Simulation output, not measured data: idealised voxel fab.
Module name: voxel trench capacitor (process module)
Section shown: cut. Width: 245 nm. Cell size: 5 nm, square.
When this document writes out a cross-section, it uses a grid of square cells and lists it as bands, beginning at the top and moving down, with a band standing for one or more rows of cells. Heads up on the band format: heights come first, top then bottom, in nm. After that it's the materials left to right, each with its width in nm. A single material flagged "throughout" fills the whole band edge to edge, and "air" means there's empty space there. Height is counted from the level 0, under which the received wafer is composed throughout of one material. The lowest of the bands is not closed at the bottom but continues downward, in the notation "0 nm and below". The expression "30..40" gives the width at the extremes of the band, the first number at its top row of cells and the second at its bottom row, with the width changing by equal amounts from each row to the next in between. "no change" for a step: no cell of the cross-section changed in that step. "Enclosed empty spaces" lists enclosed empty spaces (at least 8 cells, no open path upward to the top), each as width x height at distance from the left edge, in nm. Formally, on a step line, whatever follows the settings is a remark that the simulator itself makes on the step. "overlay nm" denotes, for a step that has a mask, the displacement of the mask to the right of its planned place, with negative values corresponding to the left.

**The following list gives the planned process steps**
1: RECEIVE,material Si
2: CONFORMAL_DEP,material SiN,thk nm 10
3: MASKED_ETCH,tone open,mask id TRENCH,width nm 20,pitch nm 40,etch materials SiN,depth nm 10,overlay nm 0
4: MASKED_ETCH,tone open,mask id TRENCH,width nm 20,pitch nm 40,etch materials Si,depth nm 30,overlay nm 0
5: CONFORMAL_DEP,material SiO2,thk nm 5
6: FILL_DEP,material polySi,thk nm 10
7: CMP,height nm 10

**Below: the first of two wafers, run as planned**

**Cross-section of the incoming wafer, state after step 1**
	0 nm and below: Si throughout
	Enclosed empty spaces: none

**Wafer xsec, post step 2**
	10 nm to 0 nm: SiN throughout
	Below 0, no change.

**Wafer xsec, post step 3**
	10 nm to 0 nm: 90 SiN / 20 air / 20 SiN / 20 air / 95 SiN
	Below 0, no change.

**Wafer xsec, post step 4**
	10 nm to 0 nm: 90 SiN / 20 air / 20 SiN / 20 air / 95 SiN
	0 nm to -30 nm: 90 Si / 20 air / 20 Si / 20 air / 95 Si
	Below -30, no change.

**Wafer xsec, post step 5**
	15 nm to 10 nm: 95 SiO2 / 10 air / 30 SiO2 / 10 air / 100 SiO2
	10 nm to 0 nm: 90 SiN / 5 SiO2 / 10 air / 5 SiO2 / 20 SiN / 5 SiO2 / 10 air / 5 SiO2 / 95 SiN
	0 nm to -25 nm: 90 Si / 5 SiO2 / 10 air / 5 SiO2 / 20 Si / 5 SiO2 / 10 air / 5 SiO2 / 95 Si
	-25 nm to -30 nm: 90 Si / 20 SiO2 / 20 Si / 20 SiO2 / 95 Si
	Below -30, no change.

**Wafer xsec, post step 6**
	25 nm to 15 nm: polySi throughout
	15 nm to 10 nm: 95 SiO2 / 10 polySi / 30 SiO2 / 10 polySi / 100 SiO2
	10 nm to 0 nm: 90 SiN / 5 SiO2 / 10 polySi / 5 SiO2 / 20 SiN / 5 SiO2 / 10 polySi / 5 SiO2 / 95 SiN
	0 nm to -25 nm: 90 Si / 5 SiO2 / 10 polySi / 5 SiO2 / 20 Si / 5 SiO2 / 10 polySi / 5 SiO2 / 95 Si
	Below -25, no change.

**Wafer xsec, post step 7**
	10 nm to 0 nm: 90 SiN / 5 SiO2 / 10 polySi / 5 SiO2 / 20 SiN / 5 SiO2 / 10 polySi / 5 SiO2 / 95 SiN
	Below 0, no change.

**Wafer two. Identical start, identical plan. One mistake in execution. Identical history through step 2**

**Second wafer, section view, time point: scheduled end of step 3**
	10 nm to 0 nm: 90 air / 20 SiN / 20 air / 20 SiN / 95 air
	Below 0, no change.

Second wafer, section view, time point: scheduled end of step 4: no change

**Second wafer, section view, time point: scheduled end of step 5**
	15 nm to 10 nm: 85 air / 30 SiO2 / 10 air / 30 SiO2 / 90 air
	10 nm to 5 nm: 85 air / 5 SiO2 / 20 SiN / 5 SiO2 / 10 air / 5 SiO2 / 20 SiN / 5 SiO2 / 90 air
	5 nm to 0 nm: 90 SiO2 / 20 SiN / 20 SiO2 / 20 SiN / 95 SiO2
	Below 0, no change.

**Second wafer, section view, time point: scheduled end of step 6**
	25 nm to 15 nm: polySi throughout
	15 nm to 10 nm: 85 polySi / 30 SiO2 / 10 polySi / 30 SiO2 / 90 polySi
	10 nm to 5 nm: 85 polySi / 5 SiO2 / 20 SiN / 5 SiO2 / 10 polySi / 5 SiO2 / 20 SiN / 5 SiO2 / 90 polySi
	Below 5, no change.

**Second wafer, section view, time point: scheduled end of step 7**
	10 nm to 5 nm: 85 polySi / 5 SiO2 / 20 SiN / 5 SiO2 / 10 polySi / 5 SiO2 / 20 SiN / 5 SiO2 / 90 polySi
	Below 5, no change.
Processing error: step 3 off recipe, ran as MASKED_ETCH,tone cover,mask id TRENCH,width nm 20,pitch nm 40,etch materials SiN,depth nm 10,overlay nm 0
It is noted that, at the conclusion of processing, the second wafer exhibits a higher or lower cell count for certain materials relative to the first: 48 more of Si; 66 fewer of SiN; 9 more of SiO2; 9 more of polySi
